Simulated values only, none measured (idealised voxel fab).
Process module under the name voxel capacitor over wiring
The cross-section shown here is cut; it is 300 nm wide and divided into square cells measuring 5 nm on a side.
Bands, listed from the top down, are how a cross-section gets written in this document; the cross-section itself is a grid of square cells, and a band is one or more rows of them.
This entry defines a band. It first specifies the height of the band's top and the height of its bottom in nm, and then specifies the band's materials from left to right, stating each material with its width in nm. The word "edge to edge" identifies a single material that fills the band from edge to edge, while the word "blank" identifies empty space.
Height reference: 0 = level under which incoming wafer is all one material. Lowest band: no bottom, runs on downward, e.g. "0 and below".
Width: "30..40" (first number = top row, second number = bottom row, same change from row to row of cells).
Take "no modifications" at face value: in the step it is given for, the cross-section changed in none of its cells.
Empty spaces counting at least 8 cells and having no open way to the top are listed in "Closed void entries". The notation width x height at distance is used for each, the distance being from the left edge and all three values in nm.
That trailing text on a step's line, after the settings, is the simulator's own remark on the step.
A step's line can hold "overlay nm"; with a mask on that step, the setting says how far right of the planned place the mask lay, while a negative setting says it lay to the left.
[Intended process steps]
1 RECEIVE (material Si)
2 CONFORMAL_DEP (material SiO2; thk nm 10)
3 CONFORMAL_DEP (material SiN; thk nm 5)
4 DIRECTIONAL_DEP (material SiO2; thk nm 25)
5 DIRECTIONAL_DEP (material aC; thk nm 10)
6 PATTERN (tone open; mask id METAL_1; material resist; width nm 30; pitch nm 85; thk nm 30; overlay nm 0)
7 DIRECTIONAL_ETCH (etch materials aC; depth nm 10)
8 STRIP (etch materials resist)
9 DIRECTIONAL_ETCH (etch materials SiO2; depth nm 25)
10 DIRECTIONAL_ETCH (etch materials SiN; depth nm 5)
11 STRIP (etch materials aC)
12 CONFORMAL_DEP (material TiN; thk nm 5)
13 FILL_DEP (material Cu; thk nm 10)
14 CMP (height nm 40)
15 CONFORMAL_DEP (material SiCN; thk nm 5)
16 DIRECTIONAL_DEP (material lowk; thk nm 20)
17 MASKED_ETCH (tone open; mask id PLUG_1; width nm 15; etch materials lowk; depth nm 20; overlay nm 0)
18 MASKED_ETCH (tone open; mask id PLUG_1; width nm 15; etch materials SiCN; depth nm 5; overlay nm 0)
19 EPI (material Ru; thk nm 10)
20 EPI (material Ru; thk nm 10)
21 EPI (material Ru; thk nm 5)
22 DIRECTIONAL_DEP (material TiN; thk nm 10)
23 DIRECTIONAL_DEP (material SiN; thk nm 5)
24 DIRECTIONAL_DEP (material TiN; thk nm 5)
25 MASKED_ETCH (tone cover; mask id UPPER_PLATE; width nm 60; etch materials TiN; depth nm 5; overlay nm 0)
26 MASKED_ETCH (tone cover; mask id UPPER_PLATE; width nm 60; etch materials SiN; depth nm 5; overlay nm 0)
27 PATTERN (tone cover; mask id LOWER_PLATE; material resist; width nm 70; thk nm 15; overlay nm 0)
28 DIRECTIONAL_ETCH (etch materials TiN; depth nm 10)
29 STRIP (etch materials resist)
30 FILL_DEP (material SiO2; thk nm 15)
31 CMP (height nm 95)
32 MASKED_ETCH (tone open; mask id PLUG_2; width nm 15; etch materials SiO2; depth nm 10; overlay nm 0)
33 CONFORMAL_DEP (material TiN; thk nm 5)
34 FILL_DEP (material W; thk nm 5)
35 CMP (height nm 95)
36 CONFORMAL_DEP (material SiCN; thk nm 5)
[As-received wafer cross-section (after step 1)]
  0 and below = Si edge to edge
  Closed void entries: none
[Cross-sectional result after module completion. Note: starting condition and plan are unchanged from above; one processing mistake was made]
  100 down to 95 = SiCN edge to edge
  95 down to 90 = SiO2=115, then TiN=5, then W=5, then TiN=5, then SiO2=170
  90 down to 85 = SiO2=115, then TiN=15, then SiO2=170
  85 down to 80 = SiO2 edge to edge
  80 down to 75 = SiO2=105, then SiN=60, then SiO2=135
  75 down to 65 = TiN=100, then SiO2=5, then TiN=60, then SiO2=5, then TiN=130
  65 down to 45 = lowk=105, then Ru=15, then lowk=180
  45 down to 40 = SiCN=105, then Ru=15, then SiCN=180
  40 down to 15 = SiO2=90, then TiN=5, then Cu=20, then TiN=5, then SiO2=55, then TiN=5, then Cu=20, then TiN=5, then SiO2=95
  15 down to 10 = SiN=90, then TiN=30, then SiN=55, then TiN=30, then SiN=95
  10 down to 0 = SiO2 edge to edge
  0 and below = Si edge to edge
  Closed void entries: none
Against the plan, the run slipped here: step 27 was processed under conditions differing from the plan, specifically as PATTERN (tone open; mask id LOWER_PLATE; material resist; width nm 70; thk nm 15; overlay nm 0)
